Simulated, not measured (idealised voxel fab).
Process module heading - voxel local oxidation
In the cross-section labelled cut, the width is 290 nm and each square cell is 5 nm.
Cross-sections here: square-cell grids, written as top-down lists of bands, a band being one or more rows of cells. Heights first: top, then bottom, in nm. Then materials, left to right, each with a width in nm. "edge to edge" on a single material: fills the band edge to edge. "blank": empty space. We count height from 0. Below that, the starting wafer is all one material. The lowest band never ends at the bottom but goes on down; see "0 and below" for how that is written. Width: "30..40" (first number = top row, second number = bottom row, same change from row to row of cells). A step reported as "nothing got changed" is a step in which no cell of the cross-section changed. The entry titled "Internal closed voids" provides the empty spaces that have no open way to the top, restricted to those of 8 cells or more. Each is presented as width x height at distance, the distance being measured from the left edge, with all three in nm. That trailing text on a step's line, after the settings, is the simulator's own remark on the step. The setting "overlay nm" may be written on the line of a step. When the step uses a mask, the value reports how far to the right of the planned place the mask lay, and a negative value reports that it lay to the left.

SET OUT BELOW ARE THE PLANNED STEPS OF THE PROCESS
| 1 | RECEIVE | material Si |
| 2 | OXIDIZE | depth nm 5 |
| 3 | CONFORMAL_DEP | material SiN | thk nm 15 |
| 4 | DIRECTIONAL_DEP | material aC | thk nm 15 |
| 5 | PATTERN | tone cover | mask id ACTIVE | material resist | width nm 110 | thk nm 35 | overlay nm 0 |
| 6 | DIRECTIONAL_ETCH | etch materials aC | depth nm 15 |
| 7 | STRIP | etch materials resist |
| 8 | DIRECTIONAL_ETCH | etch materials SiN | depth nm 15 |
| 9 | STRIP | etch materials aC |
| 10 | SELECTIVE_ETCH | etch materials SiO2 | depth nm 5 |
| 11 | OXIDIZE | depth nm 15 |
| 12 | STRIP | etch materials SiN |

THE FIRST OF THE TWO WAFERS, WHICH RAN AS PLANNED

WAFER AT RECEIPT (POST STEP 1), CROSS-SECTION
0 and below = Si edge to edge
Internal closed voids: none

CROSS-SECTION OF THE WAFER SUBSEQUENT TO STEP 2
0 down to -5 = SiO2 edge to edge
Heights below -5 show no change.

CROSS-SECTION OF THE WAFER SUBSEQUENT TO STEP 3
15 down to 0 = SiN edge to edge
Heights below 0 show no change.

CROSS-SECTION OF THE WAFER SUBSEQUENT TO STEP 4
30 down to 15 = aC edge to edge
Heights below 15 show no change.

CROSS-SECTION OF THE WAFER SUBSEQUENT TO STEP 5
65 down to 30 = blank=90, then resist=110, then blank=90
Heights below 30 show no change.

CROSS-SECTION OF THE WAFER SUBSEQUENT TO STEP 6
50 down to 30 = blank=90, then resist=110, then blank=90
30 down to 15 = blank=90, then aC=110, then blank=90
Heights below 15 show no change.

CROSS-SECTION OF THE WAFER SUBSEQUENT TO STEP 7
30 down to 15 = blank=90, then aC=110, then blank=90
Heights below 15 show no change.

CROSS-SECTION OF THE WAFER SUBSEQUENT TO STEP 8
30 down to 15 = blank=90, then aC=110, then blank=90
15 down to 0 = blank=90, then SiN=110, then blank=90
Heights below 0 show no change.

CROSS-SECTION OF THE WAFER SUBSEQUENT TO STEP 9
15 down to 0 = blank=90, then SiN=110, then blank=90
Heights below 0 show no change.

CROSS-SECTION OF THE WAFER SUBSEQUENT TO STEP 10
15 down to 0 = blank=90, then SiN=110, then blank=90
0 down to -5 = blank=95, then SiO2=100, then blank=95
Heights below -5 show no change.

CROSS-SECTION OF THE WAFER SUBSEQUENT TO STEP 11
15 down to 0 = blank=90, then SiN=110, then blank=90
0 down to -5 = blank=95, then SiO2=100, then blank=95
-5 down to -20 = SiO2=110, then Si=70, then SiO2=110
Heights below -20 show no change.

CROSS-SECTION OF THE WAFER SUBSEQUENT TO STEP 12
0 down to -5 = blank=95, then SiO2=100, then blank=95
Heights below -5 show no change.

OKAY, SECOND WAFER. NOTHING DIFFERENT AT THE START, NOTHING DIFFERENT IN THE PLAN, JUST ONE MISTAKE SOMEWHERE IN THE RUNNING. AS FAR AS STEP 4, COUNTING THAT STEP, IT'S THE FIRST WAFER ALL OVER AGAIN

SECOND WAFER AT THE PLANNED FINISH OF STEP 5, SEEN IN CROSS-SECTION
65 down to 30 = blank=85, then resist=110, then blank=95
Heights below 30 show no change.

SECOND WAFER AT THE PLANNED FINISH OF STEP 6, SEEN IN CROSS-SECTION
50 down to 30 = blank=85, then resist=110, then blank=95
30 down to 15 = blank=85, then aC=110, then blank=95
Heights below 15 show no change.

SECOND WAFER AT THE PLANNED FINISH OF STEP 7, SEEN IN CROSS-SECTION
30 down to 15 = blank=85, then aC=110, then blank=95
Heights below 15 show no change.

SECOND WAFER AT THE PLANNED FINISH OF STEP 8, SEEN IN CROSS-SECTION
30 down to 15 = blank=85, then aC=110, then blank=95
15 down to 0 = blank=85, then SiN=110, then blank=95
Heights below 0 show no change.

SECOND WAFER AT THE PLANNED FINISH OF STEP 9, SEEN IN CROSS-SECTION
15 down to 0 = blank=85, then SiN=110, then blank=95
Heights below 0 show no change.

SECOND WAFER AT THE PLANNED FINISH OF STEP 10, SEEN IN CROSS-SECTION
15 down to 0 = blank=85, then SiN=110, then blank=95
0 down to -5 = blank=90, then SiO2=100, then blank=100
Heights below -5 show no change.

SECOND WAFER AT THE PLANNED FINISH OF STEP 11, SEEN IN CROSS-SECTION
15 down to 0 = blank=85, then SiN=110, then blank=95
0 down to -5 = blank=90, then SiO2=100, then blank=100
-5 down to -20 = SiO2=105, then Si=70, then SiO2=115
Heights below -20 show no change.

SECOND WAFER AT THE PLANNED FINISH OF STEP 12, SEEN IN CROSS-SECTION
0 down to -5 = blank=90, then SiO2=100, then blank=100
Heights below -5 show no change.
The plan and the run diverged here: in deviation from the planned setting, step 5 was conducted as PATTERN | tone cover | mask id ACTIVE | material resist | width nm 110 | thk nm 35 | overlay nm -5
So at the finish, the second wafer's got exactly as many cells of each material as the first, just not in the same spots.
